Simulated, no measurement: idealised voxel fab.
process module | voxel self aligned contacts
cross-section cut | 185 nm wide | cells 5 nm
A cross-section is a grid of square cells, given in bands from the top down. A band is one or more rows of cells.
Each band's line starts with the height of the band's top and of its bottom, in nm. Then come its materials from left to right, each with its width in nm. One material with "throughout" fills the band from edge to edge. "air" is empty space.
Height 0 is the level under which the wafer as received is all one material. The lowest band goes on downwards, as in "0 down".
A width such as "30 to 40" changes by the same amount from each row of cells to the next, from the band's top row to its bottom row.
"no change" after a step means that no cell of the cross-section changed.
closed voids: empty space of 8 cells or more with no open way to the top, each as width x height at its distance from the left edge, in nm
after a step's settings: what the simulator itself notes on the step
overlay nm, on a step with a mask: how far to the right of its planned place the mask lay; to the left if negative
plan
1 op RECEIVE | material Si
2 op CONFORMAL_DEP | material SiO2 | thk nm 5
3 op DIRECTIONAL_DEP | material polySi | thk nm 25
4 op DIRECTIONAL_DEP | material SiN | thk nm 20
5 op PATTERN | tone cover | mask id GATE | material resist | width nm 25 | pitch nm 60 | thk nm 20 | overlay nm 0
6 op DIRECTIONAL_ETCH | etch materials SiN | depth nm 20
7 op DIRECTIONAL_ETCH | etch materials polySi | depth nm 25
8 op STRIP | etch materials resist
9 op CONFORMAL_DEP | material SiN | thk nm 5
10 op DIRECTIONAL_ETCH | etch materials SiN | depth nm 5
11 op FILL_DEP | material SiO2 | thk nm 20
12 op CMP | height nm 60
13 op PATTERN | tone open | mask id CONTACT | material resist | width nm 45 | pitch nm 60 | thk nm 15 | overlay nm 0
14 op DIRECTIONAL_ETCH | etch materials SiO2 | depth nm 60
15 op STRIP | etch materials resist
16 op CONFORMAL_DEP | material TiN | thk nm 5
17 op FILL_DEP | material Ru | thk nm 10
18 op CMP | height nm 50
19 op CONFORMAL_DEP | material SiCN | thk nm 5
varied across the wafers: height nm of step 18. The plan shows the first wafer's value. All wafers start alike
first wafer as received, after step 1
  0 down: Si throughout
  closed voids: none
each wafer at the end: cells of each material gained (+) or lost (-) since it was received, then its closed voids
height nm 50 | +54 Ru | +37 SiCN | +114 SiN | +81 SiO2 | +46 TiN | +75 polySi | closed voids: none
height nm 55 | +60 Ru | +37 SiCN | +114 SiN | +100 SiO2 | +58 TiN | +75 polySi | closed voids: none
height nm 60 | +74 Ru | +37 SiCN | +114 SiN | +119 SiO2 | +62 TiN | +75 polySi | closed voids: none
height nm 65 | +88 Ru | +37 SiCN | +114 SiN | +119 SiO2 | +85 TiN | +75 polySi | closed voids: none
height nm 70 | +125 Ru | +37 SiCN | +114 SiN | +119 SiO2 | +85 TiN | +75 polySi | closed voids: none
height nm 75 | +162 Ru | +37 SiCN | +114 SiN | +119 SiO2 | +85 TiN | +75 polySi | closed voids: none
